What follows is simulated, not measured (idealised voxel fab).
The process module that follows is named voxel self aligned vias.
Section cut is 300 nm wide and gridded with 5 nm square cells.
Bands, listed from the top down, are how a cross-section gets written in this document; the cross-section itself is a grid of square cells, and a band is one or more rows of them. What a band's entry tells you: where the top is and where the bottom is, as heights in nm, and after that what lies inside, material by material from left to right, each with its width in nm. Empty space is written as the word "empty", and a single material marked with the word "everywhere" occupies the band from edge to edge. The level at which height equals 0 is the one under which the wafer, as it arrives, is entirely one material. No lower edge exists for the bottom band, which continues downward and is notated as in "top 0, no bottom". The two numbers in a width such as "30->40" mark its ends across the band: the first belongs to the top row of cells, the second to the bottom row, and from each row to the next the width moves by the same amount. "remains unaltered" -> step changed no cross-section cell. So "Closed void roster" is basically the list of trapped voids: any empty space of 8 cells or more that can't reach the top through an opening. They're written width x height at distance, the distance being from the left edge, and it's all nm. Formally, on a step line, whatever follows the settings is a remark that the simulator itself makes on the step. "overlay nm" answers the question of how far to the right of plan the mask lay on a step that has a mask, and when it is negative the answer is to the left.
This section lists the process steps that were planned
1. RECEIVE with material Si
2. CONFORMAL_DEP with material SiO2, thk nm 10
3. CONFORMAL_DEP with material SiCN, thk nm 5
4. DIRECTIONAL_DEP with material lowk, thk nm 15
5. PATTERN with tone open, mask id LINES, material resist, width nm 25, pitch nm 50, thk nm 20, overlay nm 0
6. DIRECTIONAL_ETCH with etch materials lowk, depth nm 25
7. STRIP with etch materials resist
8. CONFORMAL_DEP with material TiN, thk nm 5
9. FILL_DEP with material W, thk nm 5
10. CMP with height nm 40
11. SELECTIVE_ETCH with etch materials W Ru TiN, depth nm 5
12. FILL_DEP with material SiN, thk nm 10
13. CMP with height nm 40
14. DIRECTIONAL_DEP with material lowk, thk nm 15
15. MASKED_ETCH with tone open, mask id VIAS, width nm 35, pitch nm 50, etch materials lowk, depth nm 15, overlay nm 0
16. MASKED_ETCH with tone open, mask id VIAS, width nm 35, pitch nm 50, etch materials SiN, depth nm 5, overlay nm 0
17. CONFORMAL_DEP with material TiN, thk nm 5
18. FILL_DEP with material Cu, thk nm 10
19. CMP with height nm 55
20. CONFORMAL_DEP with material SiN, thk nm 5
Split variable: thk nm, step 4. Plan value = first wafer. Wafers start alike.
Incoming state of the first of several wafers in cross-section: after step 1
* top 0, no bottom | Si everywhere
* Closed void roster: none
Basically each wafer gets a line in the table, showing it at the end of the module: material by material, the cells it gained (+) or lost (-) since we got it, then its closed voids
thk nm 15, +30 Cu, +60 SiCN, +106 SiN, +120 SiO2, +98 TiN, +18 W, +288 lowk, Closed void roster: none
thk nm 20, +30 Cu, +60 SiCN, +106 SiN, +120 SiO2, +48 TiN, +18 W, +338 lowk, Closed void roster: none
thk nm 25, +26 Cu, +60 SiCN, +60 SiN, +120 SiO2, +48 TiN, +18 W, +388 lowk, Closed void roster: none
thk nm 30, +26 Cu, +60 SiCN, +60 SiN, +120 SiO2, +44 TiN, +12 W, +398 lowk, Closed void roster: none
thk nm 35, +26 Cu, +60 SiCN, +60 SiN, +120 SiO2, +40 TiN, +6 W, +408 lowk, Closed void roster: none
thk nm 40, +26 Cu, +60 SiCN, +60 SiN, +120 SiO2, +36 TiN, +418 lowk, Closed void roster: none
